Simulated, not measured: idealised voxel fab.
process module | voxel transistor to metal
The cross-section shown here is cut; it is 145 nm wide and divided into square cells measuring 5 nm on a side.
Throughout this document, each cross-section is represented as a grid of square cells and is presented as a sequence of bands enumerated from the top downward, where a band comprises one or more rows of cells. A band entry consists of two parts. The first gives the height of the band's top and the height of its bottom, in nm. The rest lists the band's materials from left to right, each with its width in nm. A single material labelled with the word "throughout" fills the band from edge to edge, and the word "empty" marks empty space. The level at which height equals 0 is the one under which the wafer, as it arrives, is entirely one material. No lower edge exists for the bottom band, which continues downward and is notated as in "0 -> down". The expression "30->40" gives the width at the extremes of the band, the first number at its top row of cells and the second at its bottom row, with the width changing by equal amounts from each row to the next in between. Any step labelled "no modifications" changed none of the cells in the cross-section. Listed in "Fully sealed voids": every empty space of 8 or more cells without an open way to the top. Form: width x height at distance, the distance being from the left edge, all in nm. What comes after the settings on a step's line is commentary from the simulator itself on that step. overlay nm: where the mask lay relative to plan, measured to the right, on steps with a mask; negatives go left.

Intended process steps:
- 1: op RECEIVE | material Si
- 2: op CONFORMAL_DEP | material SiO2 | thk nm 5
- 3: op CONFORMAL_DEP | material SiN | thk nm 15
- 4: op MASKED_ETCH | tone cover | mask id ACTIVE | width nm 105 | etch materials SiN | depth nm 15 | overlay nm 0
- 5: op MASKED_ETCH | tone cover | mask id ACTIVE | width nm 105 | etch materials SiO2 | depth nm 5 | overlay nm 0
- 6: op MASKED_ETCH | tone cover | mask id ACTIVE | width nm 105 | etch materials Si | depth nm 30 | overlay nm 0
- 7: op FILL_DEP | material SiO2 | thk nm 15
- 8: op CMP | height nm 20
- 9: op SELECTIVE_ETCH | etch materials SiO2 | depth nm 10
- 10: op STRIP | etch materials SiN
- 11: op SELECTIVE_ETCH | etch materials SiO2 | depth nm 5
- 12: op OXIDIZE | depth nm 5
- 13: op DIRECTIONAL_DEP | material polySi | thk nm 20
- 14: op DIRECTIONAL_DEP | material SiCN | thk nm 10
- 15: op MASKED_ETCH | tone cover | mask id GATE | width nm 15 | etch materials SiCN | depth nm 20 | overlay nm 0
- 16: op MASKED_ETCH | tone cover | mask id GATE | width nm 15 | etch materials polySi | depth nm 30 | overlay nm 0
- 17: op CONFORMAL_DEP | material SiO2 | thk nm 5
- 18: op DIRECTIONAL_ETCH | etch materials SiO2 | depth nm 5
- 19: op CONFORMAL_DEP | material SiN | thk nm 5
- 20: op DIRECTIONAL_ETCH | etch materials SiN | depth nm 5
- 21: op DIRECTIONAL_ETCH | etch materials SiO2 | depth nm 5
- 22: op DIRECTIONAL_ETCH | etch materials Si | depth nm 10
- 23: op EPI | material SiGe | thk nm 15
- 24: op FILL_DEP | material SiO2 | thk nm 10
- 25: op CMP | height nm 30
- 26: op DIRECTIONAL_DEP | material SiO2 | thk nm 15
- 27: op MASKED_ETCH | tone open | mask id CONTACT | width nm 30 | pitch nm 55 | etch materials SiO2 | depth nm 35 | overlay nm 0
- 28: op CONFORMAL_DEP | material TiN | thk nm 5
- 29: op FILL_DEP | material W | thk nm 5
- 30: op CMP | height nm 45
- 31: op CONFORMAL_DEP | material SiN | thk nm 5
- 32: op DIRECTIONAL_DEP | material SiO2 | thk nm 20
- 33: op DIRECTIONAL_DEP | material aC | thk nm 10
- 34: op PATTERN | tone open | mask id METAL_1 | material resist | width nm 15 | pitch nm 70 | thk nm 30 | overlay nm 0
- 35: op DIRECTIONAL_ETCH | etch materials aC | depth nm 10
- 36: op STRIP | etch materials resist
- 37: op DIRECTIONAL_ETCH | etch materials SiO2 | depth nm 20
- 38: op DIRECTIONAL_ETCH | etch materials SiN | depth nm 5
- 39: op STRIP | etch materials aC
- 40: op CONFORMAL_DEP | material TiN | thk nm 5
- 41: op FILL_DEP | material W | thk nm 10
- 42: op CMP | height nm 70
- 43: op CONFORMAL_DEP | material SiCN | thk nm 5
- 44: op DIRECTIONAL_DEP | material lowk | thk nm 35
- 45: op MASKED_ETCH | tone open | mask id METAL_2 | width nm 15 | pitch nm 70 | etch materials lowk | depth nm 20 | overlay nm 0
- 46: op DIRECTIONAL_DEP | material aC | thk nm 15
- 47: op PATTERN | tone open | mask id METAL_2_HOLES | material resist | width nm 15 | pitch nm 70 | thk nm 30 | overlay nm 0
- 48: op DIRECTIONAL_ETCH | etch materials aC | depth nm 15
- 49: op STRIP | etch materials resist
- 50: op DIRECTIONAL_ETCH | etch materials lowk | depth nm 15
- 51: op DIRECTIONAL_ETCH | etch materials SiCN | depth nm 5
- 52: op STRIP | etch materials aC
- 53: op CONFORMAL_DEP | material TiN | thk nm 5
- 54: op FILL_DEP | material Ru | thk nm 10
- 55: op CMP | height nm 110
- 56: op CONFORMAL_DEP | material SiN | thk nm 5

Delivered wafer in cross-section: state after step 1:
0 -> down | Si throughout
Fully sealed voids: none

Wafer at module end, in section. Began as above, planned as above, run with one mistake:
115 -> 110 | SiN throughout
110 -> 75 | lowk 30 nm | TiN 5 nm | Ru 5 nm | TiN 5 nm | lowk 55 nm | TiN 5 nm | Ru 5 nm | TiN 5 nm | lowk 30 nm
75 -> 70 | SiCN 30 nm | TiN 15 nm | SiCN 55 nm | TiN 15 nm | SiCN 30 nm
70 -> 50 | SiO2 30 nm | TiN 5 nm | W 5 nm | TiN 5 nm | SiO2 55 nm | TiN 5 nm | W 5 nm | TiN 5 nm | SiO2 30 nm
50 -> 45 | SiN 30 nm | TiN 15 nm | SiN 55 nm | TiN 15 nm | SiN 30 nm
45 -> 35 | SiO2 30 nm | TiN 5 nm | W 20 nm | TiN 5 nm | SiO2 25 nm | TiN 5 nm | W 20 nm | TiN 5 nm | SiO2 30 nm
35 -> 30 | SiO2 30 nm | TiN 5 nm | W 15 nm | TiN 10 nm | SiO2 25 nm | TiN 10 nm | W 15 nm | TiN 5 nm | SiO2 30 nm
30 -> 25 | SiO2 30 nm | TiN 25 nm | SiN 5 nm | SiO2 5 nm | SiCN 15 nm | SiO2 5 nm | SiN 5 nm | TiN 25 nm | SiO2 30 nm
25 -> 20 | SiO2 5 nm | SiGe 50 nm | SiN 5 nm | SiO2 5 nm | SiCN 15 nm | SiO2 5 nm | SiN 5 nm | SiGe 50 nm | SiO2 5 nm
20 -> 5 | SiO2 5 nm | SiGe 50 nm | SiN 5 nm | SiO2 5 nm | polySi 15 nm | SiO2 5 nm | SiN 5 nm | SiGe 50 nm | SiO2 5 nm
5 -> 0 | SiO2 5 nm | SiGe 15 nm | SiN 5 nm | SiGe 30 nm | SiN 5 nm | SiO2 5 nm | polySi 15 nm | SiO2 5 nm | SiN 5 nm | SiGe 30 nm | SiN 5 nm | SiGe 15 nm | SiO2 5 nm
0 -> -5 | SiO2 25 nm | SiGe 30 nm | SiO2 35 nm | SiGe 30 nm | SiO2 25 nm
-5 -> -15 | SiO2 20 nm | Si 5 nm | SiGe 30 nm | Si 35 nm | SiGe 30 nm | Si 5 nm | SiO2 20 nm
-15 -> -30 | SiO2 20 nm | Si 105 nm | SiO2 20 nm
-30 -> down | Si throughout
Fully sealed voids: none
Against the plan, the run slipped here: in the plan, step 23 was performed twice
